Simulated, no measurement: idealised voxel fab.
This section sets out a process module, namely voxel quadruple lines.
Cross-sectional view cut (width: 185 nm; square cell size: 5 nm).
Throughout this document, each cross-section is represented as a grid of square cells and is presented as a sequence of bands enumerated from the top downward, where a band comprises one or more rows of cells. Read a band's entry like this: the first values are the height of its top and the height of its bottom in nm, and what follows is the sequence of materials from left to right, each with its width in nm. Note that "blank" is empty space, and that a single material marked "edge to edge" reaches across the band from edge to edge. Convention: height 0 is the level below which the wafer, as received, is all one material. The lowest band does not terminate at the bottom but continues downward, represented as "0 nm and below". When a width is written as two numbers, as in "30 to 40", the first number is the width in the top row of cells of the band and the second is the width in its bottom row, and the width changes by the same amount from each row to the next. Key: "no alteration" - step with no changed cell in the cross-section. Heads up: "Sealed internal voids" only lists the empty pockets with no open path to the top that are 8 cells or more, and it writes them as width x height at distance, distance from the left edge, in nm. Past the settings on a step's line: simulator remark, on that step. "overlay nm", when on a step's line for a step with a mask, measures how far to the right of its planned place the mask lay; a negative measure means to the left.

[Steps planned for the process]
1 RECEIVE with material Si
2 CONFORMAL_DEP with material Al2O3, thk nm 10
3 DIRECTIONAL_DEP with material Ru, thk nm 10
4 DIRECTIONAL_DEP with material polySi, thk nm 20
5 DIRECTIONAL_DEP with material aC, thk nm 20
6 PATTERN with tone cover, mask id MANDREL, material resist, width nm 25, pitch nm 80, thk nm 30, overlay nm 0
7 DIRECTIONAL_ETCH with etch materials aC, depth nm 20
8 STRIP with etch materials resist
9 CONFORMAL_DEP with material SiO2, thk nm 15
10 DIRECTIONAL_ETCH with etch materials SiO2, depth nm 15
11 STRIP with etch materials aC
12 DIRECTIONAL_ETCH with etch materials polySi, depth nm 20
13 STRIP with etch materials SiO2
14 CONFORMAL_DEP with material SiN, thk nm 5
15 DIRECTIONAL_ETCH with etch materials SiN, depth nm 5
16 STRIP with etch materials polySi
17 DIRECTIONAL_ETCH with etch materials Ru, depth nm 10
18 STRIP with etch materials SiN

[as received, after step 1]
	0 nm and below  Si edge to edge
	Sealed internal voids: none

[Cross-section taken at module completion on the first of two wafers; processed per the plan]
	20 nm to 10 nm  blank 20 nm; Ru 5 nm; blank 15 nm; Ru 5 nm; blank 15 nm; Ru 5 nm; blank 15 nm; Ru 5 nm; blank 15 nm; Ru 5 nm; blank 15 nm; Ru 5 nm; blank 15 nm; Ru 5 nm; blank 15 nm; Ru 5 nm; blank 20 nm
	10 nm to 0 nm  Al2O3 edge to edge
	0 nm and below  Si edge to edge
	Sealed internal voids: none

[Wafer two (of two), end-of-module cross-section: start = wafer one, plan = wafer one, one run mistake]
	25 nm to 15 nm  blank 20 nm; Ru 5 nm; blank 15 nm; Ru 5 nm; blank 15 nm; Ru 5 nm; blank 15 nm; Ru 5 nm; blank 15 nm; Ru 5 nm; blank 15 nm; Ru 5 nm; blank 15 nm; Ru 5 nm; blank 15 nm; Ru 5 nm; blank 20 nm
	15 nm to 10 nm  Ru edge to edge
	10 nm to 0 nm  Al2O3 edge to edge
	0 nm and below  Si edge to edge
	Sealed internal voids: none
what went wrong: planned and actual differ for step 3; actual: DIRECTIONAL_DEP with material Ru, thk nm 15
Bottom line after processing is that, in cells, the second wafer is up or down on some materials versus the first: +37 Ru
